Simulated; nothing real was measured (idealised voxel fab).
This is a process module. Its name is voxel wiring stack.
Xsec cut, 165 nm wide, square cell size 5 nm.
When this document writes out a cross-section, it uses a grid of square cells and lists it as bands, beginning at the top and moving down, with a band standing for one or more rows of cells.
Top, bottom (nm), then materials left to right with widths (nm); lone material tagged "full width" fills the whole band edge to edge; "empty" = empty space.
The level at which height equals 0 is the one under which the wafer, as it arrives, is entirely one material. No lower edge exists for the bottom band, which continues downward and is notated as in "0 nm and below".
A two-number width, for instance "30..40", indicates that the width is equal to the first number in the top row of the band and to the second number in the bottom row, and that it changes by a constant amount per row of cells.
Step marked "everything unchanged"? Then no cell in the cross-section changed in it.
"Unvented internal voids" enumerates empty spaces isolated from the top, with no open way to it, that contain at least 8 cells, giving each as width x height at distance from the left edge, all three in nm.
On a step's line, text after the settings is the simulator commenting on that step.
overlay nm: how far to the right of its planned place the mask lay on this masked step (negative: to the left).
### Process steps foreseen in the plan
| 1 | op RECEIVE | material Si |
| 2 | op CONFORMAL_DEP | material SiO2 | thk nm 10 |
| 3 | op CONFORMAL_DEP | material SiCN | thk nm 5 |
| 4 | op DIRECTIONAL_DEP | material SiO2 | thk nm 25 |
| 5 | op DIRECTIONAL_DEP | material aC | thk nm 10 |
| 6 | op PATTERN | tone open | mask id METAL_1 | material resist | width nm 30 | pitch nm 45 | thk nm 25 | overlay nm 0 |
| 7 | op DIRECTIONAL_ETCH | etch materials aC | depth nm 10 |
| 8 | op STRIP | etch materials resist |
| 9 | op DIRECTIONAL_ETCH | etch materials SiO2 | depth nm 25 |
| 10 | op DIRECTIONAL_ETCH | etch materials SiCN | depth nm 5 |
| 11 | op STRIP | etch materials aC |
| 12 | op CONFORMAL_DEP | material TiN | thk nm 5 |
| 13 | op FILL_DEP | material W | thk nm 5 |
| 14 | op CMP | height nm 40 |
| 15 | op CONFORMAL_DEP | material SiCN | thk nm 5 |
| 16 | op DIRECTIONAL_DEP | material lowk | thk nm 15 |
| 17 | op DIRECTIONAL_DEP | material aC | thk nm 15 |
| 18 | op PATTERN | tone open | mask id PLUG_1 | material resist | width nm 15 | pitch nm 90 | thk nm 35 | overlay nm 0 |
| 19 | op DIRECTIONAL_ETCH | etch materials aC | depth nm 15 |
| 20 | op STRIP | etch materials resist |
| 21 | op DIRECTIONAL_ETCH | etch materials lowk | depth nm 15 |
| 22 | op DIRECTIONAL_ETCH | etch materials SiCN | depth nm 5 |
| 23 | op STRIP | etch materials aC |
| 24 | op EPI | material Ru | thk nm 10 |
| 25 | op EPI | material Ru | thk nm 10 |
| 26 | op DIRECTIONAL_DEP | material TiN | thk nm 5 |
| 27 | op DIRECTIONAL_DEP | material W | thk nm 25 |
| 28 | op MASKED_ETCH | tone cover | mask id METAL_2 | width nm 30 | pitch nm 45 | etch materials W | depth nm 25 | overlay nm 0 |
| 29 | op MASKED_ETCH | tone cover | mask id METAL_2 | width nm 30 | pitch nm 45 | etch materials TiN | depth nm 5 | overlay nm 0 |
| 30 | op CONFORMAL_DEP | material SiCN | thk nm 5 |
| 31 | op FILL_DEP | material SiO2 | thk nm 5 |
| 32 | op CMP | height nm 90 |
| 33 | op CONFORMAL_DEP | material SiCN | thk nm 5 |
| 34 | op DIRECTIONAL_DEP | material lowk | thk nm 25 |
| 35 | op DIRECTIONAL_DEP | material aC | thk nm 15 |
| 36 | op PATTERN | tone open | mask id METAL_3_HOLES | material resist | width nm 15 | pitch nm 45 | thk nm 35 | overlay nm 0 |
| 37 | op DIRECTIONAL_ETCH | etch materials aC | depth nm 15 |
| 38 | op STRIP | etch materials resist |
| 39 | op DIRECTIONAL_ETCH | etch materials lowk | depth nm 25 |
| 40 | op STRIP | etch materials aC |
| 41 | op PATTERN | tone open | mask id METAL_3 | material resist | width nm 30 | pitch nm 45 | thk nm 15 | overlay nm 0 |
| 42 | op DIRECTIONAL_ETCH | etch materials lowk | depth nm 15 |
| 43 | op DIRECTIONAL_ETCH | etch materials SiCN | depth nm 5 |
| 44 | op STRIP | etch materials resist |
| 45 | op CONFORMAL_DEP | material TiN | thk nm 5 |
| 46 | op FILL_DEP | material Cu | thk nm 5 |
| 47 | op CMP | height nm 120 |
| 48 | op CONFORMAL_DEP | material SiCN | thk nm 5 |
### Wafer cross-section on receipt, i.e. after step 1
	0 nm and below = Si full width
	Unvented internal voids: none
### Wafer cross-section at end of module: start and plan as shown above, one execution error
	125 nm to 120 nm = SiCN full width
	120 nm to 110 nm = lowk (20) | TiN (5) | Cu (20) | TiN (5) | lowk (15) | TiN (5) | Cu (20) | TiN (5) | lowk (15) | TiN (5) | Cu (20) | TiN (5) | lowk (25)
	110 nm to 105 nm = lowk (20) | TiN (5) | Cu (5) | TiN (20) | lowk (15) | TiN (5) | Cu (5) | TiN (20) | lowk (15) | TiN (5) | Cu (5) | TiN (20) | lowk (25)
	105 nm to 95 nm = lowk (20) | TiN (5) | Cu (5) | TiN (5) | lowk (30) | TiN (5) | Cu (5) | TiN (5) | lowk (30) | TiN (5) | Cu (5) | TiN (5) | lowk (40)
	95 nm to 90 nm = SiCN (20) | TiN (15) | SiCN (30) | TiN (15) | SiCN (30) | TiN (15) | SiCN (40)
	90 nm to 65 nm = SiO2 (15) | SiCN (5) | W (30) | SiCN (5) | SiO2 (5) | SiCN (5) | W (30) | SiCN (5) | SiO2 (5) | SiCN (5) | W (30) | SiCN (5) | SiO2 (20)
	65 nm to 60 nm = SiCN (20) | TiN (30) | SiCN (15) | TiN (30) | SiCN (15) | TiN (30) | SiCN (25)
	60 nm to 45 nm = lowk (20) | Ru (15) | lowk (75) | Ru (15) | lowk (40)
	45 nm to 40 nm = SiCN (20) | Ru (15) | SiCN (75) | Ru (15) | SiCN (40)
	40 nm to 35 nm = SiCN (20) | TiN (30) | SiCN (15) | TiN (30) | SiCN (15) | TiN (30) | SiCN (25)
	35 nm to 0 nm = SiO2 full width
	0 nm and below = Si full width
	Unvented internal voids: none
Error vs. plan: mixed up steps 3 and 4 - ran each in the other's place
